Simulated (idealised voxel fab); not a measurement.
This section sets out a process module, namely voxel spacer lines.
For reference, the cross-section in this document is cut, with width 295 nm and square cells of 5 nm.
We lay out every cross-section as a grid of square cells and spell it out in bands from the top down, where one band means one or more rows of cells. Top height, bottom height, nm. Materials left to right, width each, nm. Single material + "throughout" = fills band edge to edge. "empty" = empty. It should be noted that heights are counted from 0, beneath which the wafer as supplied is of one material throughout, and that the lowest band possesses no lower boundary but continues downward, as written in "0 and below". Read "30 to 40" as a graded width: first number on top, second number at the bottom, same change between each pair of neighbouring rows. The cross-section has no changed cell in any step marked "changes: none". Closed empty spaces (no open way to the top) of 8 cells or more are what "Voids, enclosed" lists, each as width x height at distance from the left edge, nm for all three. Note: text after step settings on the step line = simulator remark on that step. overlay nm: for a step with a mask, the amount by which the mask lay right of where it was planned; a negative amount means left of it.
[Process steps - plan]
1 RECEIVE: material Si
2 CONFORMAL_DEP: material Al2O3, thk nm 10
3 DIRECTIONAL_DEP: material SiN, thk nm 20
4 DIRECTIONAL_DEP: material aC, thk nm 30
5 PATTERN: tone cover, mask id MANDREL, material resist, width nm 15, pitch nm 60, thk nm 40, overlay nm 0
6 DIRECTIONAL_ETCH: etch materials aC, depth nm 30
7 STRIP: etch materials resist
8 CONFORMAL_DEP: material SiO2, thk nm 15
9 DIRECTIONAL_ETCH: etch materials SiO2, depth nm 15
10 STRIP: etch materials aC
11 DIRECTIONAL_ETCH: etch materials SiN, depth nm 20
12 STRIP: etch materials SiO2
13 FILL_DEP: material SiO2, thk nm 10
14 CMP: height nm 30
[First of two wafers, processed according to plan]
[Cross-section: wafer on arrival = after step 1]
	0 and below = Si throughout
	Voids, enclosed: none
[Once step 2 is through, the wafer looks like this in cross-section]
	10 down to 0 = Al2O3 throughout
	Nothing below the height 0 has changed.
[Once step 3 is through, the wafer looks like this in cross-section]
	30 down to 10 = SiN throughout
	Nothing below the height 10 has changed.
[Once step 4 is through, the wafer looks like this in cross-section]
	60 down to 30 = aC throughout
	Nothing below the height 30 has changed.
[Once step 5 is through, the wafer looks like this in cross-section]
	100 down to 60 = empty 80, resist 15, empty 45, resist 15, empty 45, resist 15, empty 80
	Nothing below the height 60 has changed.
[Once step 6 is through, the wafer looks like this in cross-section]
	70 down to 60 = empty 80, resist 15, empty 45, resist 15, empty 45, resist 15, empty 80
	60 down to 30 = empty 80, aC 15, empty 45, aC 15, empty 45, aC 15, empty 80
	Nothing below the height 30 has changed.
[Once step 7 is through, the wafer looks like this in cross-section]
	60 down to 30 = empty 80, aC 15, empty 45, aC 15, empty 45, aC 15, empty 80
	Nothing below the height 30 has changed.
[Once step 8 is through, the wafer looks like this in cross-section]
	75 down to 60 = empty 65, SiO2 45, empty 15, SiO2 45, empty 15, SiO2 45, empty 65
	60 down to 45 = empty 65, SiO2 15, aC 15, SiO2 15, empty 15, SiO2 15, aC 15, SiO2 15, empty 15, SiO2 15, aC 15, SiO2 15, empty 65
	45 down to 30 = SiO2 80, aC 15, SiO2 45, aC 15, SiO2 45, aC 15, SiO2 80
	Nothing below the height 30 has changed.
[Once step 9 is through, the wafer looks like this in cross-section]
	60 down to 30 = empty 65, SiO2 15, aC 15, SiO2 15, empty 15, SiO2 15, aC 15, SiO2 15, empty 15, SiO2 15, aC 15, SiO2 15, empty 65
	Nothing below the height 30 has changed.
[Once step 10 is through, the wafer looks like this in cross-section]
	60 down to 30 = empty 65, SiO2 15, empty 15, SiO2 15, empty 15, SiO2 15, empty 15, SiO2 15, empty 15, SiO2 15, empty 15, SiO2 15, empty 65
	Nothing below the height 30 has changed.
[Once step 11 is through, the wafer looks like this in cross-section]
	60 down to 30 = empty 65, SiO2 15, empty 15, SiO2 15, empty 15, SiO2 15, empty 15, SiO2 15, empty 15, SiO2 15, empty 15, SiO2 15, empty 65
	30 down to 10 = empty 65, SiN 15, empty 15, SiN 15, empty 15, SiN 15, empty 15, SiN 15, empty 15, SiN 15, empty 15, SiN 15, empty 65
	Nothing below the height 10 has changed.
[Once step 12 is through, the wafer looks like this in cross-section]
	30 down to 10 = empty 65, SiN 15, empty 15, SiN 15, empty 15, SiN 15, empty 15, SiN 15, empty 15, SiN 15, empty 15, SiN 15, empty 65
	Nothing below the height 10 has changed.
[Once step 13 is through, the wafer looks like this in cross-section]
	40 down to 30 = SiO2 throughout
	30 down to 10 = SiO2 65, SiN 15, SiO2 15, SiN 15, SiO2 15, SiN 15, SiO2 15, SiN 15, SiO2 15, SiN 15, SiO2 15, SiN 15, SiO2 65
	Nothing below the height 10 has changed.
[Once step 14 is through, the wafer looks like this in cross-section]
	30 down to 10 = SiO2 65, SiN 15, SiO2 15, SiN 15, SiO2 15, SiN 15, SiO2 15, SiN 15, SiO2 15, SiN 15, SiO2 15, SiN 15, SiO2 65
	Nothing below the height 10 has changed.
[The second wafer: identical to the first at the outset and in its planned sequence, differing only in that one mistake was made during processing; up to and including step 1, its path is the first wafer's path]
Here is the second wafer in cross-section at the point where step 2 of the plan should have been done: changes: none
[Here is the second wafer in cross-section at the point where step 3 of the plan should have been done]
	20 down to 0 = SiN throughout
	Nothing below the height 0 has changed.
[Here is the second wafer in cross-section at the point where step 4 of the plan should have been done]
	50 down to 20 = aC throughout
	Nothing below the height 20 has changed.
[Here is the second wafer in cross-section at the point where step 5 of the plan should have been done]
	90 down to 50 = empty 80, resist 15, empty 45, resist 15, empty 45, resist 15, empty 80
	Nothing below the height 50 has changed.
[Here is the second wafer in cross-section at the point where step 6 of the plan should have been done]
	60 down to 50 = empty 80, resist 15, empty 45, resist 15, empty 45, resist 15, empty 80
	50 down to 20 = empty 80, aC 15, empty 45, aC 15, empty 45, aC 15, empty 80
	Nothing below the height 20 has changed.
[Here is the second wafer in cross-section at the point where step 7 of the plan should have been done]
	50 down to 20 = empty 80, aC 15, empty 45, aC 15, empty 45, aC 15, empty 80
	Nothing below the height 20 has changed.
[Here is the second wafer in cross-section at the point where step 8 of the plan should have been done]
	65 down to 50 = empty 65, SiO2 45, empty 15, SiO2 45, empty 15, SiO2 45, empty 65
	50 down to 35 = empty 65, SiO2 15, aC 15, SiO2 15, empty 15, SiO2 15, aC 15, SiO2 15, empty 15, SiO2 15, aC 15, SiO2 15, empty 65
	35 down to 20 = SiO2 80, aC 15, SiO2 45, aC 15, SiO2 45, aC 15, SiO2 80
	Nothing below the height 20 has changed.
[Here is the second wafer in cross-section at the point where step 9 of the plan should have been done]
	50 down to 20 = empty 65, SiO2 15, aC 15, SiO2 15, empty 15, SiO2 15, aC 15, SiO2 15, empty 15, SiO2 15, aC 15, SiO2 15, empty 65
	Nothing below the height 20 has changed.
[Here is the second wafer in cross-section at the point where step 10 of the plan should have been done]
	50 down to 20 = empty 65, SiO2 15, empty 15, SiO2 15, empty 15, SiO2 15, empty 15, SiO2 15, empty 15, SiO2 15, empty 15, SiO2 15, empty 65
	Nothing below the height 20 has changed.
[Here is the second wafer in cross-section at the point where step 11 of the plan should have been done]
	50 down to 20 = empty 65, SiO2 15, empty 15, SiO2 15, empty 15, SiO2 15, empty 15, SiO2 15, empty 15, SiO2 15, empty 15, SiO2 15, empty 65
	20 down to 0 = empty 65, SiN 15, empty 15, SiN 15, empty 15, SiN 15, empty 15, SiN 15, empty 15, SiN 15, empty 15, SiN 15, empty 65
	Nothing below the height 0 has changed.
[Here is the second wafer in cross-section at the point where step 12 of the plan should have been done]
	20 down to 0 = empty 65, SiN 15, empty 15, SiN 15, empty 15, SiN 15, empty 15, SiN 15, empty 15, SiN 15, empty 15, SiN 15, empty 65
	Nothing below the height 0 has changed.
[Here is the second wafer in cross-section at the point where step 13 of the plan should have been done]
	30 down to 20 = SiO2 throughout
	20 down to 0 = SiO2 65, SiN 15, SiO2 15, SiN 15, SiO2 15, SiN 15, SiO2 15, SiN 15, SiO2 15, SiN 15, SiO2 15, SiN 15, SiO2 65
	Nothing below the height 0 has changed.
Here is the second wafer in cross-section at the point where step 14 of the plan should have been done: changes: none
What went wrong in running the wafer? the plan's step 2 went unexecuted, having been skipped
At the finish, the second wafer shows more or fewer cells for some materials than the first does: Al2O3: 118 fewer; SiO2: 118 more
